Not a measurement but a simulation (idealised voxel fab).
The process module that follows is named voxel transistor to metal.
Displayed cross-section: cut, width of 185 nm, square cells sized 5 nm.
Notation: cross-section as square-cell grid; stated in bands, top first, going down; one or more cell rows per band.
Read a band's entry like this: the first values are the height of its top and the height of its bottom in nm, and what follows is the sequence of materials from left to right, each with its width in nm. Note that "empty" is empty space, and that a single material marked "throughout" reaches across the band from edge to edge.
Heads up on the height convention: 0 is the point under which the incoming wafer is all one material, and the lowest band has no bottom, it just keeps going down, like "0 and below".
Top row gets the first number, bottom row gets the second, and each row in between changes by the same step: that is how a band width like "30..40" works.
For the purposes of this document, the phrase "remained the same" attached to a step denotes that no cell within the cross-section was modified by that step.
Heads up: "Sealed void listing" only lists the empty pockets with no open path to the top that are 8 cells or more, and it writes them as width x height at distance, distance from the left edge, in nm.
after a step's settings: what the simulator itself notes on the step
Steps that use a mask can have "overlay nm" on their line. It says how far the mask sat to the right of where it was meant to be. Negative means to the left.
Intended process steps
| 1 | RECEIVE (material Si) |
| 2 | OXIDIZE (depth nm 5) |
| 3 | CONFORMAL_DEP (material SiN; thk nm 10) |
| 4 | DIRECTIONAL_DEP (material aC; thk nm 10) |
| 5 | PATTERN (tone cover; mask id ACTIVE; material resist; width nm 95; thk nm 30; overlay nm 0) |
| 6 | DIRECTIONAL_ETCH (etch materials aC; depth nm 10) |
| 7 | STRIP (etch materials resist) |
| 8 | DIRECTIONAL_ETCH (etch materials SiN; depth nm 10) |
| 9 | DIRECTIONAL_ETCH (etch materials SiO2; depth nm 5) |
| 10 | DIRECTIONAL_ETCH (etch materials Si; depth nm 25) |
| 11 | STRIP (etch materials aC) |
| 12 | FILL_DEP (material SiO2; thk nm 10) |
| 13 | CMP (height nm 10) |
| 14 | SELECTIVE_ETCH (etch materials SiO2; depth nm 5) |
| 15 | STRIP (etch materials SiN) |
| 16 | SELECTIVE_ETCH (etch materials SiO2; depth nm 5) |
| 17 | OXIDIZE (depth nm 5) |
| 18 | DIRECTIONAL_DEP (material polySi; thk nm 20) |
| 19 | DIRECTIONAL_DEP (material SiCN; thk nm 15) |
| 20 | DIRECTIONAL_DEP (material aC; thk nm 10) |
| 21 | PATTERN (tone cover; mask id GATE; material resist; width nm 25; thk nm 30; overlay nm 0) |
| 22 | DIRECTIONAL_ETCH (etch materials aC; depth nm 10) |
| 23 | STRIP (etch materials resist) |
| 24 | DIRECTIONAL_ETCH (etch materials SiCN; depth nm 25) |
| 25 | DIRECTIONAL_ETCH (etch materials polySi; depth nm 30) |
| 26 | STRIP (etch materials aC) |
| 27 | CONFORMAL_DEP (material SiN; thk nm 10) |
| 28 | DIRECTIONAL_ETCH (etch materials SiN; depth nm 10) |
| 29 | DIRECTIONAL_ETCH (etch materials SiO2; depth nm 5) |
| 30 | EPI (material nSi; thk nm 5) |
| 31 | FILL_DEP (material SiO2; thk nm 5) |
| 32 | CMP (height nm 15) |
| 33 | STRIP (etch materials polySi) |
| 34 | SELECTIVE_ETCH (etch materials SiO2; depth nm 5) |
| 35 | CONFORMAL_DEP (material HfO2; thk nm 5) |
| 36 | CONFORMAL_DEP (material TiN; thk nm 5) |
| 37 | FILL_DEP (material W; thk nm 10) |
| 38 | CMP (height nm 10) |
| 39 | DIRECTIONAL_DEP (material SiO2; thk nm 15) |
| 40 | DIRECTIONAL_DEP (material aC; thk nm 10) |
| 41 | PATTERN (tone open; mask id CONTACT; material resist; width nm 15; pitch nm 70; thk nm 30; overlay nm 0) |
| 42 | DIRECTIONAL_ETCH (etch materials aC; depth nm 10) |
| 43 | STRIP (etch materials resist) |
| 44 | DIRECTIONAL_ETCH (etch materials SiO2; depth nm 30) |
| 45 | STRIP (etch materials aC) |
| 46 | CONFORMAL_DEP (material TiN; thk nm 5) |
| 47 | FILL_DEP (material W; thk nm 5) |
| 48 | CMP (height nm 25) |
| 49 | DIRECTIONAL_DEP (material TiN; thk nm 5) |
| 50 | DIRECTIONAL_DEP (material W; thk nm 15) |
| 51 | DIRECTIONAL_DEP (material aC; thk nm 15) |
| 52 | PATTERN (tone cover; mask id METAL_1; material resist; width nm 15; pitch nm 70; thk nm 35; overlay nm 0) |
| 53 | DIRECTIONAL_ETCH (etch materials aC; depth nm 15) |
| 54 | STRIP (etch materials resist) |
| 55 | DIRECTIONAL_ETCH (etch materials W; depth nm 15) |
| 56 | DIRECTIONAL_ETCH (etch materials TiN; depth nm 5) |
| 57 | STRIP (etch materials aC) |
| 58 | FILL_DEP (material lowk; thk nm 10) |
| 59 | CMP (height nm 45) |
| 60 | CONFORMAL_DEP (material SiCN; thk nm 5) |
| 61 | DIRECTIONAL_DEP (material SiO2; thk nm 35) |
| 62 | PATTERN (tone open; mask id METAL_2; material resist; width nm 15; pitch nm 70; thk nm 20; overlay nm 0) |
| 63 | DIRECTIONAL_ETCH (etch materials SiO2; depth nm 20) |
| 64 | STRIP (etch materials resist) |
| 65 | MASKED_ETCH (tone open; mask id METAL_2_HOLES; width nm 15; pitch nm 70; etch materials SiO2; depth nm 15; overlay nm 0) |
| 66 | MASKED_ETCH (tone open; mask id METAL_2_HOLES; width nm 15; pitch nm 70; etch materials SiCN; depth nm 5; overlay nm 0) |
| 67 | CONFORMAL_DEP (material TiN; thk nm 5) |
| 68 | FILL_DEP (material Cu; thk nm 10) |
| 69 | CMP (height nm 85) |
| 70 | CONFORMAL_DEP (material SiCN; thk nm 5) |
Cross-sectional view of the wafer in its as-received condition, corresponding to the state after step 1
* 0 and below  Si throughout
* Sealed void listing: none
Cross-sectional view of the first of the two wafers upon completion of the module, processed in accordance with the plan
* 90 down to 85  SiCN throughout
* 85 down to 50  SiO2: 50, TiN: 5, Cu: 5, TiN: 5, SiO2: 55, TiN: 5, Cu: 5, TiN: 5, SiO2: 50
* 50 down to 45  SiCN: 50, TiN: 15, SiCN: 55, TiN: 15, SiCN: 50
* 45 down to 30  lowk: 50, W: 15, lowk: 55, W: 15, lowk: 50
* 30 down to 25  lowk: 50, TiN: 15, lowk: 55, TiN: 15, lowk: 50
* 25 down to 10  SiO2: 50, TiN: 5, W: 5, TiN: 5, SiO2: 55, TiN: 5, W: 5, TiN: 5, SiO2: 50
* 10 down to 0  SiO2: 50, TiN: 5, W: 5, TiN: 5, SiO2: 5, SiN: 10, HfO2: 5, TiN: 5, W: 5, TiN: 5, HfO2: 5, SiN: 10, SiO2: 5, TiN: 5, W: 5, TiN: 5, SiO2: 50
* 0 down to -5  SiO2: 40, SiN: 10, TiN: 15, SiO2: 5, SiN: 10, HfO2: 5, TiN: 15, HfO2: 5, SiN: 10, SiO2: 5, TiN: 15, SiN: 10, SiO2: 40
* -5 down to -10  SiO2: 50, nSi: 20, SiO2: 5, HfO2: 35, SiO2: 5, nSi: 20, SiO2: 50
* -10 down to -30  SiO2: 45, Si: 95, SiO2: 45
* -30 and below  Si throughout
* Sealed void listing: none
Cross-sectional image of the second wafer of the two following completion of the module. Starting state and process plan were the same as for the first wafer; one execution error occurred
* 90 down to 85  SiCN throughout
* 85 down to 50  SiO2: 50, TiN: 5, Cu: 5, TiN: 5, SiO2: 55, TiN: 5, Cu: 5, TiN: 5, SiO2: 50
* 50 down to 45  SiCN: 50, TiN: 15, SiCN: 55, TiN: 15, SiCN: 50
* 45 down to 30  lowk: 50, W: 15, lowk: 55, W: 15, lowk: 50
* 30 down to 25  lowk: 50, TiN: 15, lowk: 55, TiN: 15, lowk: 50
* 25 down to 10  SiO2: 50, TiN: 5, W: 5, TiN: 5, SiO2: 55, TiN: 5, W: 5, TiN: 5, SiO2: 50
* 10 down to 0  SiO2: 50, TiN: 5, W: 5, TiN: 5, SiO2: 5, SiN: 10, HfO2: 5, TiN: 5, Cu: 5, TiN: 5, HfO2: 5, SiN: 10, SiO2: 5, TiN: 5, W: 5, TiN: 5, SiO2: 50
* 0 down to -5  SiO2: 40, SiN: 10, TiN: 15, SiO2: 5, SiN: 10, HfO2: 5, TiN: 15, HfO2: 5, SiN: 10, SiO2: 5, TiN: 15, SiN: 10, SiO2: 40
* -5 down to -10  SiO2: 50, nSi: 20, SiO2: 5, HfO2: 35, SiO2: 5, nSi: 20, SiO2: 50
* -10 down to -30  SiO2: 45, Si: 95, SiO2: 45
* -30 and below  Si throughout
* Sealed void listing: none
It is concluded that the wafer was processed incorrectly with respect to the plan, in that step 37 was not run as planned; what actually ran was FILL_DEP (material Cu; thk nm 10)
Once processing is complete, comparing cell counts shows that the second wafer has more or fewer of certain materials than the first: Cu: 2 more | W: 2 fewer
